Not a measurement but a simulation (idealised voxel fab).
voxel transistor to metal: a process module
Displayed cross-section: cut, width of 170 nm, square cells sized 5 nm.
Think of the cross-section as a grid of square cells. We describe it in bands, top to bottom, and each band covers one or more rows of those cells.
It is stipulated that each band's entry specify, in nanometres, the height of the top of the band and then that of its bottom, followed by the materials of the band in left-to-right sequence, each together with its width in nanometres. A single material marked by the word "edge to edge" is understood to fill the band from edge to edge; the word "air" is understood to denote empty space.
Basically, 0 is our baseline, since under it the wafer straight out of the box is all one material. The bottom band has no lower end and keeps on going down, so it looks like "0 -> down".
It should be noted that a width expressed as "30..40" varies in equal increments from row to row of cells within the band, taking the value of the first number at the top row and that of the second number at the bottom row.
Step marked "no change occurred"? Then no cell in the cross-section changed in it.
Reported under the label "Entrapped voids" are the empty spaces having no open way to the top and comprising 8 cells or more; the notation for each is width x height at distance, in which the distance is measured from the left edge and all three values are in nm.
Whatever follows a step's settings on its line is a remark the simulator itself makes about that step.
A step line may carry the setting "overlay nm", which, for steps involving a mask, states the distance by which the mask lay to the right of its intended position; negative values denote displacement to the left.
Set out below are the planned steps of the process
- 1: op RECEIVE | material Si
- 2: op CONFORMAL_DEP | material SiO2 | thk nm 5
- 3: op CONFORMAL_DEP | material SiN | thk nm 10
- 4: op PATTERN | tone cover | mask id ACTIVE | material resist | width nm 95 | thk nm 15 | overlay nm 0
- 5: op DIRECTIONAL_ETCH | etch materials SiN | depth nm 10
- 6: op DIRECTIONAL_ETCH | etch materials SiO2 | depth nm 5
- 7: op DIRECTIONAL_ETCH | etch materials Si | depth nm 35
- 8: op STRIP | etch materials resist
- 9: op FILL_DEP | material SiO2 | thk nm 10
- 10: op CMP | height nm 15
- 11: op SELECTIVE_ETCH | etch materials SiO2 | depth nm 5
- 12: op STRIP | etch materials SiN
- 13: op SELECTIVE_ETCH | etch materials SiO2 | depth nm 5
- 14: op OXIDIZE | depth nm 5
- 15: op DIRECTIONAL_DEP | material polySi | thk nm 25
- 16: op DIRECTIONAL_DEP | material SiCN | thk nm 10
- 17: op PATTERN | tone cover | mask id GATE | material resist | width nm 25 | thk nm 15 | overlay nm 0
- 18: op DIRECTIONAL_ETCH | etch materials SiCN | depth nm 20
- 19: op DIRECTIONAL_ETCH | etch materials polySi | depth nm 35
- 20: op STRIP | etch materials resist
- 21: op CONFORMAL_DEP | material SiO2 | thk nm 5
- 22: op DIRECTIONAL_ETCH | etch materials SiO2 | depth nm 5
- 23: op CONFORMAL_DEP | material SiN | thk nm 10
- 24: op DIRECTIONAL_ETCH | etch materials SiN | depth nm 10
- 25: op DIRECTIONAL_ETCH | etch materials SiO2 | depth nm 5
- 26: op DIRECTIONAL_ETCH | etch materials Si | depth nm 10
- 27: op EPI | material SiGe | thk nm 10
- 28: op FILL_DEP | material SiO2 | thk nm 5
- 29: op CMP | height nm 35
- 30: op DIRECTIONAL_DEP | material SiO2 | thk nm 15
- 31: op MASKED_ETCH | tone open | mask id CONTACT | width nm 25 | pitch nm 60 | etch materials SiO2 | depth nm 45 | overlay nm 0
- 32: op CONFORMAL_DEP | material TiN | thk nm 5
- 33: op FILL_DEP | material W | thk nm 5
- 34: op CMP | height nm 50
- 35: op DIRECTIONAL_DEP | material TiN | thk nm 5
- 36: op DIRECTIONAL_DEP | material Ru | thk nm 25
- 37: op PATTERN | tone cover | mask id METAL_1 | material resist | width nm 15 | pitch nm 70 | thk nm 15 | overlay nm 0
- 38: op DIRECTIONAL_ETCH | etch materials Ru | depth nm 25
- 39: op DIRECTIONAL_ETCH | etch materials TiN | depth nm 5
- 40: op STRIP | etch materials resist
- 41: op FILL_DEP | material SiO2 | thk nm 5
- 42: op CMP | height nm 80
- 43: op CONFORMAL_DEP | material SiCN | thk nm 5
- 44: op DIRECTIONAL_DEP | material SiO2 | thk nm 25
- 45: op PATTERN | tone open | mask id METAL_2 | material resist | width nm 15 | pitch nm 70 | thk nm 20 | overlay nm 0
- 46: op DIRECTIONAL_ETCH | etch materials SiO2 | depth nm 15
- 47: op STRIP | etch materials resist
- 48: op DIRECTIONAL_DEP | material aC | thk nm 10
- 49: op PATTERN | tone open | mask id METAL_2_HOLES | material resist | width nm 15 | pitch nm 70 | thk nm 30 | overlay nm 0
- 50: op DIRECTIONAL_ETCH | etch materials aC | depth nm 10
- 51: op STRIP | etch materials resist
- 52: op DIRECTIONAL_ETCH | etch materials SiO2 | depth nm 10
- 53: op DIRECTIONAL_ETCH | etch materials SiCN | depth nm 5
- 54: op STRIP | etch materials aC
- 55: op CONFORMAL_DEP | material TiN | thk nm 5
- 56: op FILL_DEP | material Ru | thk nm 10
- 57: op CMP | height nm 110
- 58: op CONFORMAL_DEP | material SiN | thk nm 5
The plan shows the width nm of step 45 as the first wafer had it; this setting differs between the wafers, which start out alike.
Cross-section of the first of several received wafers, showing its state after step 1
- 0 -> down = Si edge to edge
- Entrapped voids: none
Last step of the module is step 58; after it, the first of several wafers in cross-section
- 115 -> 110 = SiN edge to edge
- 110 -> 85 = 40 SiO2  5 TiN  5 Ru  5 TiN  55 SiO2  5 TiN  5 Ru  5 TiN  45 SiO2
- 85 -> 80 = 40 SiCN  15 TiN  55 SiCN  15 TiN  45 SiCN
- 80 -> 55 = 40 SiO2  15 Ru  55 SiO2  15 Ru  45 SiO2
- 55 -> 50 = 40 SiO2  15 TiN  55 SiO2  15 TiN  45 SiO2
- 50 -> 40 = 40 SiO2  5 TiN  15 W  5 TiN  35 SiO2  5 TiN  15 W  5 TiN  45 SiO2
- 40 -> 35 = 40 SiO2  5 TiN  5 W  15 TiN  35 SiO2  15 TiN  5 W  5 TiN  45 SiO2
- 35 -> 25 = 40 SiO2  5 TiN  5 W  5 TiN  10 SiN  5 SiO2  25 SiCN  5 SiO2  10 SiN  5 TiN  5 W  5 TiN  45 SiO2
- 25 -> 10 = 40 SiO2  5 TiN  5 W  5 TiN  10 SiN  5 SiO2  25 polySi  5 SiO2  10 SiN  5 TiN  5 W  5 TiN  45 SiO2
- 10 -> 5 = 40 SiO2  15 TiN  10 SiN  5 SiO2  25 polySi  5 SiO2  10 SiN  15 TiN  45 SiO2
- 5 -> 0 = 35 SiO2  10 SiN  10 SiGe  10 SiN  5 SiO2  25 polySi  5 SiO2  10 SiN  10 SiGe  10 SiN  40 SiO2
- 0 -> -5 = 45 SiO2  10 SiGe  55 SiO2  10 SiGe  50 SiO2
- -5 -> -15 = 35 SiO2  10 Si  10 SiGe  55 Si  10 SiGe  10 Si  40 SiO2
- -15 -> -35 = 35 SiO2  95 Si  40 SiO2
- -35 -> down = Si edge to edge
- Entrapped voids: none
Last wafer of the set, cross-sectioned at end of module
- 115 -> 110 = SiN edge to edge
- 110 -> 100 = 35 SiO2  5 TiN  20 Ru  5 TiN  40 SiO2  5 TiN  20 Ru  5 TiN  35 SiO2
- 100 -> 95 = 35 SiO2  10 TiN  5 Ru  15 TiN  40 SiO2  10 TiN  5 Ru  15 TiN  35 SiO2
- 95 -> 85 = 40 SiO2  5 TiN  5 Ru  5 TiN  55 SiO2  5 TiN  5 Ru  5 TiN  45 SiO2
- 85 -> 80 = 40 SiCN  15 TiN  55 SiCN  15 TiN  45 SiCN
- 80 -> 55 = 40 SiO2  15 Ru  55 SiO2  15 Ru  45 SiO2
- 55 -> 50 = 40 SiO2  15 TiN  55 SiO2  15 TiN  45 SiO2
- 50 -> 40 = 40 SiO2  5 TiN  15 W  5 TiN  35 SiO2  5 TiN  15 W  5 TiN  45 SiO2
- 40 -> 35 = 40 SiO2  5 TiN  5 W  15 TiN  35 SiO2  15 TiN  5 W  5 TiN  45 SiO2
- 35 -> 25 = 40 SiO2  5 TiN  5 W  5 TiN  10 SiN  5 SiO2  25 SiCN  5 SiO2  10 SiN  5 TiN  5 W  5 TiN  45 SiO2
- 25 -> 10 = 40 SiO2  5 TiN  5 W  5 TiN  10 SiN  5 SiO2  25 polySi  5 SiO2  10 SiN  5 TiN  5 W  5 TiN  45 SiO2
- 10 -> 5 = 40 SiO2  15 TiN  10 SiN  5 SiO2  25 polySi  5 SiO2  10 SiN  15 TiN  45 SiO2
- 5 -> 0 = 35 SiO2  10 SiN  10 SiGe  10 SiN  5 SiO2  25 polySi  5 SiO2  10 SiN  10 SiGe  10 SiN  40 SiO2
- 0 -> -5 = 45 SiO2  10 SiGe  55 SiO2  10 SiGe  50 SiO2
- -5 -> -15 = 35 SiO2  10 Si  10 SiGe  55 Si  10 SiGe  10 Si  40 SiO2
- -15 -> -35 = 35 SiO2  95 Si  40 SiO2
- -35 -> down = Si edge to edge
- Entrapped voids: none
Each wafer at the end: cells of each material gained (+) or lost (-) since it was received, then its closed voids
width nm 15 | +40 Ru | -132 Si | +38 SiCN | +16 SiGe | +66 SiN | +631 SiO2 | +74 TiN | +24 W | +25 polySi | Entrapped voids: none
width nm 20 | +44 Ru | -132 Si | +38 SiCN | +16 SiGe | +66 SiN | +625 SiO2 | +76 TiN | +24 W | +25 polySi | Entrapped voids: none
width nm 25 | +48 Ru | -132 Si | +38 SiCN | +16 SiGe | +66 SiN | +619 SiO2 | +78 TiN | +24 W | +25 polySi | Entrapped voids: none
width nm 30 | +52 Ru | -132 Si | +38 SiCN | +16 SiGe | +66 SiN | +613 SiO2 | +80 TiN | +24 W | +25 polySi | Entrapped voids: none
